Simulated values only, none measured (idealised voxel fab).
Herein follows the process module entitled voxel wiring stack.
Pictured: cross-section cut, 195 nm wide, on a grid of 5 nm square cells.
Reading order for cross-sections: top band down to bottom band. Underlying form: a grid of square cells. Band size: one or more rows of cells.
Band entry format. Leading values: height of top, height of bottom, nm. Remainder: materials in left-to-right order, each with its width in nm. Special words: "edge to edge" on a single material, which then fills the band edge to edge; "blank", empty space.
A quick word on heights: they are counted from 0, and under that level the wafer as it came to us is one material throughout. The lowest band is different from the rest in having no bottom; it simply continues downward, written as in "top 0, no bottom".
A width such as "30..40" changes by the same amount from each row of cells to the next, from the band's top row to its bottom row.
Reading "remains unaltered" for a step: not a cell of the cross-section changed in it.
Under "Voids lacking openings" you'll find the enclosed gaps, the ones with no way out to the top, that are 8 cells or bigger; each reads width x height at distance, with distance counted from the left edge, everything in nm.
Formally, on a step line, whatever follows the settings is a remark that the simulator itself makes on the step.
A step line may carry the setting "overlay nm", which, for steps involving a mask, states the distance by which the mask lay to the right of its intended position; negative values denote displacement to the left.
### Process steps foreseen in the plan
1) op RECEIVE | material Si
2) op CONFORMAL_DEP | material SiO2 | thk nm 15
3) op DIRECTIONAL_DEP | material TiN | thk nm 5
4) op DIRECTIONAL_DEP | material Ru | thk nm 20
5) op PATTERN | tone cover | mask id METAL_1 | material resist | width nm 20 | pitch nm 45 | thk nm 20 | overlay nm 0
6) op DIRECTIONAL_ETCH | etch materials Ru | depth nm 20
7) op DIRECTIONAL_ETCH | etch materials TiN | depth nm 5
8) op STRIP | etch materials resist
9) op FILL_DEP | material lowk | thk nm 10
10) op CMP | height nm 40
11) op CONFORMAL_DEP | material SiCN | thk nm 5
12) op DIRECTIONAL_DEP | material lowk | thk nm 15
13) op DIRECTIONAL_DEP | material aC | thk nm 15
14) op PATTERN | tone open | mask id PLUG_1 | material resist | width nm 15 | pitch nm 45 | thk nm 35 | overlay nm 0
15) op DIRECTIONAL_ETCH | etch materials aC | depth nm 15
16) op STRIP | etch materials resist
17) op DIRECTIONAL_ETCH | etch materials lowk | depth nm 15
18) op DIRECTIONAL_ETCH | etch materials SiCN | depth nm 5
19) op STRIP | etch materials aC
20) op EPI | material Ru | thk nm 10
21) op EPI | material Ru | thk nm 10
22) op CONFORMAL_DEP | material SiN | thk nm 5
23) op DIRECTIONAL_DEP | material SiO2 | thk nm 15
24) op DIRECTIONAL_DEP | material aC | thk nm 10
25) op PATTERN | tone open | mask id METAL_2 | material resist | width nm 20 | pitch nm 45 | thk nm 30 | overlay nm 0
26) op DIRECTIONAL_ETCH | etch materials aC | depth nm 10
27) op STRIP | etch materials resist
28) op DIRECTIONAL_ETCH | etch materials SiO2 | depth nm 15
29) op DIRECTIONAL_ETCH | etch materials SiN | depth nm 5
30) op STRIP | etch materials aC
31) op CONFORMAL_DEP | material TiN | thk nm 5
32) op FILL_DEP | material Cu | thk nm 10
33) op CMP | height nm 80
34) op CONFORMAL_DEP | material SiCN | thk nm 5
35) op DIRECTIONAL_DEP | material lowk | thk nm 30
36) op DIRECTIONAL_DEP | material aC | thk nm 15
37) op PATTERN | tone open | mask id METAL_3 | material resist | width nm 20 | pitch nm 45 | thk nm 35 | overlay nm 0
38) op DIRECTIONAL_ETCH | etch materials aC | depth nm 15
39) op STRIP | etch materials resist
40) op DIRECTIONAL_ETCH | etch materials lowk | depth nm 15
41) op STRIP | etch materials aC
42) op MASKED_ETCH | tone open | mask id METAL_3_HOLES | width nm 15 | pitch nm 45 | etch materials lowk | depth nm 5 | overlay nm 0
43) op MASKED_ETCH | tone open | mask id METAL_3_HOLES | width nm 15 | pitch nm 45 | etch materials SiCN | depth nm 5 | overlay nm 0
44) op CONFORMAL_DEP | material TiN | thk nm 5
45) op FILL_DEP | material Cu | thk nm 5
46) op CMP | height nm 115
47) op CONFORMAL_DEP | material SiCN | thk nm 5
48) op DIRECTIONAL_DEP | material lowk | thk nm 10
49) op MASKED_ETCH | tone open | mask id PLUG_3 | width nm 15 | pitch nm 45 | etch materials lowk | depth nm 10 | overlay nm 0
50) op MASKED_ETCH | tone open | mask id PLUG_3 | width nm 15 | pitch nm 45 | etch materials SiCN | depth nm 5 | overlay nm 0
51) op CONFORMAL_DEP | material TiN | thk nm 5
52) op FILL_DEP | material Cu | thk nm 5
53) op CMP | height nm 130
54) op CONFORMAL_DEP | material SiCN | thk nm 5
55) op DIRECTIONAL_DEP | material SiO2 | thk nm 25
56) op DIRECTIONAL_DEP | material aC | thk nm 10
57) op PATTERN | tone open | mask id METAL_4 | material resist | width nm 20 | pitch nm 45 | thk nm 25 | overlay nm 0
58) op DIRECTIONAL_ETCH | etch materials aC | depth nm 10
59) op STRIP | etch materials resist
60) op DIRECTIONAL_ETCH | etch materials SiO2 | depth nm 25
61) op DIRECTIONAL_ETCH | etch materials SiCN | depth nm 5
62) op STRIP | etch materials aC
63) op CONFORMAL_DEP | material TiN | thk nm 5
64) op FILL_DEP | material Cu | thk nm 5
65) op CMP | height nm 160
66) op CONFORMAL_DEP | material SiCN | thk nm 5
Quick note for whoever runs this: the wafers start identical, but the depth nm at step 42 isn't the same across them. The plan just shows what the first wafer had.
### So this is the first of several wafers, cross-sectioned as it came to us, meaning it's at the end of step 1
	top 0, no bottom  Si edge to edge
	Voids lacking openings: none
### At the end of the module, after its last step, step 66, the first of several wafers appears in cross-section as follows
	top 165, bottom 160  SiCN edge to edge
	top 160, bottom 135  SiO2 (40) | TiN (5) | Cu (10) | TiN (5) | SiO2 (25) | TiN (5) | Cu (10) | TiN (5) | SiO2 (25) | TiN (5) | Cu (10) | TiN (5) | SiO2 (45)
	top 135, bottom 130  SiCN (40) | TiN (20) | SiCN (25) | TiN (20) | SiCN (25) | TiN (20) | SiCN (45)
	top 130, bottom 120  lowk (40) | TiN (5) | Cu (5) | TiN (5) | lowk (30) | TiN (5) | Cu (5) | TiN (5) | lowk (30) | TiN (5) | Cu (5) | TiN (5) | lowk (50)
	top 120, bottom 115  SiCN (40) | TiN (15) | SiCN (30) | TiN (15) | SiCN (30) | TiN (15) | SiCN (50)
	top 115, bottom 105  lowk (40) | TiN (5) | Cu (10) | TiN (5) | lowk (25) | TiN (5) | Cu (10) | TiN (5) | lowk (25) | TiN (5) | Cu (10) | TiN (5) | lowk (45)
	top 105, bottom 100  lowk (40) | TiN (5) | Cu (5) | TiN (10) | lowk (25) | TiN (5) | Cu (5) | TiN (10) | lowk (25) | TiN (5) | Cu (5) | TiN (10) | lowk (45)
	top 100, bottom 95  lowk (40) | TiN (15) | lowk (30) | TiN (15) | lowk (30) | TiN (15) | lowk (50)
	top 95, bottom 85  lowk edge to edge
	top 85, bottom 80  SiCN edge to edge
	top 80, bottom 65  SiO2 (40) | TiN (5) | Cu (10) | TiN (5) | SiO2 (25) | TiN (5) | Cu (10) | TiN (5) | SiO2 (25) | TiN (5) | Cu (10) | TiN (5) | SiO2 (45)
	top 65, bottom 60  SiN (40) | TiN (20) | SiN (25) | TiN (20) | SiN (25) | TiN (20) | SiN (45)
	top 60, bottom 45  lowk (40) | Ru (15) | lowk (30) | Ru (15) | lowk (30) | Ru (15) | lowk (50)
	top 45, bottom 40  SiCN (40) | Ru (15) | SiCN (30) | Ru (15) | SiCN (30) | Ru (15) | SiCN (50)
	top 40, bottom 20  lowk (40) | Ru (20) | lowk (25) | Ru (20) | lowk (25) | Ru (20) | lowk (45)
	top 20, bottom 15  lowk (40) | TiN (20) | lowk (25) | TiN (20) | lowk (25) | TiN (20) | lowk (45)
	top 15, bottom 0  SiO2 edge to edge
	top 0, no bottom  Si edge to edge
	Voids lacking openings: none
### Cross-sectional view of the final wafer of several at the module's end
	top 165, bottom 160  SiCN edge to edge
	top 160, bottom 135  SiO2 (40) | TiN (5) | Cu (10) | TiN (5) | SiO2 (25) | TiN (5) | Cu (10) | TiN (5) | SiO2 (25) | TiN (5) | Cu (10) | TiN (5) | SiO2 (45)
	top 135, bottom 130  SiCN (40) | TiN (20) | SiCN (25) | TiN (20) | SiCN (25) | TiN (20) | SiCN (45)
	top 130, bottom 120  lowk (40) | TiN (5) | Cu (5) | TiN (5) | lowk (30) | TiN (5) | Cu (5) | TiN (5) | lowk (30) | TiN (5) | Cu (5) | TiN (5) | lowk (50)
	top 120, bottom 115  SiCN (40) | TiN (15) | SiCN (30) | TiN (15) | SiCN (30) | TiN (15) | SiCN (50)
	top 115, bottom 105  lowk (40) | TiN (5) | Cu (10) | TiN (5) | lowk (25) | TiN (5) | Cu (10) | TiN (5) | lowk (25) | TiN (5) | Cu (10) | TiN (5) | lowk (45)
	top 105, bottom 100  lowk (40) | TiN (5) | Cu (5) | TiN (10) | lowk (25) | TiN (5) | Cu (5) | TiN (10) | lowk (25) | TiN (5) | Cu (5) | TiN (10) | lowk (45)
	top 100, bottom 85  lowk (40) | TiN (5) | Cu (5) | TiN (5) | lowk (30) | TiN (5) | Cu (5) | TiN (5) | lowk (30) | TiN (5) | Cu (5) | TiN (5) | lowk (50)
	top 85, bottom 80  SiCN (40) | TiN (15) | SiCN (30) | TiN (15) | SiCN (30) | TiN (15) | SiCN (50)
	top 80, bottom 65  SiO2 (40) | TiN (5) | Cu (10) | TiN (5) | SiO2 (25) | TiN (5) | Cu (10) | TiN (5) | SiO2 (25) | TiN (5) | Cu (10) | TiN (5) | SiO2 (45)
	top 65, bottom 60  SiN (40) | TiN (20) | SiN (25) | TiN (20) | SiN (25) | TiN (20) | SiN (45)
	top 60, bottom 45  lowk (40) | Ru (15) | lowk (30) | Ru (15) | lowk (30) | Ru (15) | lowk (50)
	top 45, bottom 40  SiCN (40) | Ru (15) | SiCN (30) | Ru (15) | SiCN (30) | Ru (15) | SiCN (50)
	top 40, bottom 20  lowk (40) | Ru (20) | lowk (25) | Ru (20) | lowk (25) | Ru (20) | lowk (45)
	top 20, bottom 15  lowk (40) | TiN (20) | lowk (25) | TiN (20) | lowk (25) | TiN (20) | lowk (45)
	top 15, bottom 0  SiO2 edge to edge
	top 0, no bottom  Si edge to edge
	Voids lacking openings: none
### Basically each wafer gets a line in the table, showing it at the end of the module: material by material, the cells it gained (+) or lost (-) since we got it, then its closed voids
depth nm 5 | +69 Cu | +84 Ru | +165 SiCN | +27 SiN | +333 SiO2 | +135 TiN | +474 lowk | Voids lacking openings: none
depth nm 10 | +72 Cu | +84 Ru | +165 SiCN | +27 SiN | +333 SiO2 | +141 TiN | +465 lowk | Voids lacking openings: none
depth nm 15 | +78 Cu | +84 Ru | +156 SiCN | +27 SiN | +333 SiO2 | +153 TiN | +456 lowk | Voids lacking openings: none
depth nm 20 | +78 Cu | +84 Ru | +156 SiCN | +27 SiN | +333 SiO2 | +153 TiN | +456 lowk | Voids lacking openings: none
depth nm 25 | +78 Cu | +84 Ru | +156 SiCN | +27 SiN | +333 SiO2 | +153 TiN | +456 lowk | Voids lacking openings: none
depth nm 30 | +78 Cu | +84 Ru | +156 SiCN | +27 SiN | +333 SiO2 | +153 TiN | +456 lowk | Voids lacking openings: none
